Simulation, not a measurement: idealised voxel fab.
You're looking at the process module voxel fin reveal.
Cross-sectional view cut (width: 255 nm; square cell size: 5 nm).
Just so we're on the same page, the cross-sections are grids of square cells, and they're listed out in bands top to bottom, each band one or more rows deep. In this notation a band is specified by the heights of its top and bottom, in that order and in nm, after which its materials appear from left to right, each paired with its width in nm. The word "throughout" attached to a single material means that material fills the band from edge to edge; the word "air" stands for empty space. A quick word on heights: they are counted from 0, and under that level the wafer as it came to us is one material throughout. The lowest band is different from the rest in having no bottom; it simply continues downward, written as in "0..down". Width spec "30..40" -> top row of cells at first value, bottom row at second value, equal per-row change in between. "remained unchanged" for a step: no cell of the cross-section changed in that step. "Encapsulated voids": sealed empty spaces, 8 cells or more, no open way to top, listed width x height at distance, with distance from the left edge and width, height and distance in nm. Note: text after step settings on the step line = simulator remark on that step. "overlay nm" answers the question of how far to the right of plan the mask lay on a step that has a mask, and when it is negative the answer is to the left.
THE PROCESS STEPS THAT WERE PLANNED ARE LISTED BELOW
| 1 | RECEIVE, material Si |
| 2 | CONFORMAL_DEP, material SiN, thk nm 10 |
| 3 | PATTERN, tone cover, mask id FINS, material resist, width nm 15, pitch nm 40, thk nm 15, overlay nm 0 |
| 4 | DIRECTIONAL_ETCH, etch materials SiN, depth nm 10 |
| 5 | DIRECTIONAL_ETCH, etch materials Si, depth nm 35 |
| 6 | STRIP, etch materials resist |
| 7 | OXIDIZE, depth nm 5 |
| 8 | FILL_DEP, material SiO2, thk nm 15 |
| 9 | CMP, height nm 10 |
| 10 | SELECTIVE_ETCH, etch materials SiO2, depth nm 35 |
| 11 | STRIP, etch materials SiN |
HERE'S WHAT THE WAFER LOOKED LIKE IN CROSS-SECTION WHEN IT ARRIVED - THAT'S AFTER STEP 1
    0..down | Si throughout
    Encapsulated voids: none
SECTIONED VIEW, FIRST OF TWO WAFERS, AT THE CLOSE OF THE MODULE, PROCESSED AS INTENDED IN THE PLAN
    0..-25 | 85 nm air | 5 nm Si | 35 nm air | 5 nm Si | 35 nm air | 5 nm Si | 85 nm air
    -25..-40 | 85 nm SiO2 | 5 nm Si | 35 nm SiO2 | 5 nm Si | 35 nm SiO2 | 5 nm Si | 85 nm SiO2
    -40..down | Si throughout
    Encapsulated voids: none
CROSS-SECTION OF THE LATTER OF THE TWO WAFERS AT MODULE COMPLETION. IT HAD AN IDENTICAL START AND AN IDENTICAL PLAN TO THE FORMER; IN RUNNING IT, ONE MISTAKE WAS MADE
    0..-25 | 75 nm Si | 25 nm air | 15 nm Si | 25 nm air | 15 nm Si | 25 nm air | 75 nm Si
    -25..-40 | 75 nm Si | 25 nm SiO2 | 15 nm Si | 25 nm SiO2 | 15 nm Si | 25 nm SiO2 | 75 nm Si
    -40..down | Si throughout
    Encapsulated voids: none
The mistake made against the process plan was this: so step 3 ended up running with a different setting than we planned, it ran as PATTERN, tone open, mask id FINS, material resist, width nm 15, pitch nm 40, thk nm 15, overlay nm 0
Heads up, by the end the second wafer has more or fewer cells of some materials compared to the first: 264 more of Si, 99 fewer of SiO2
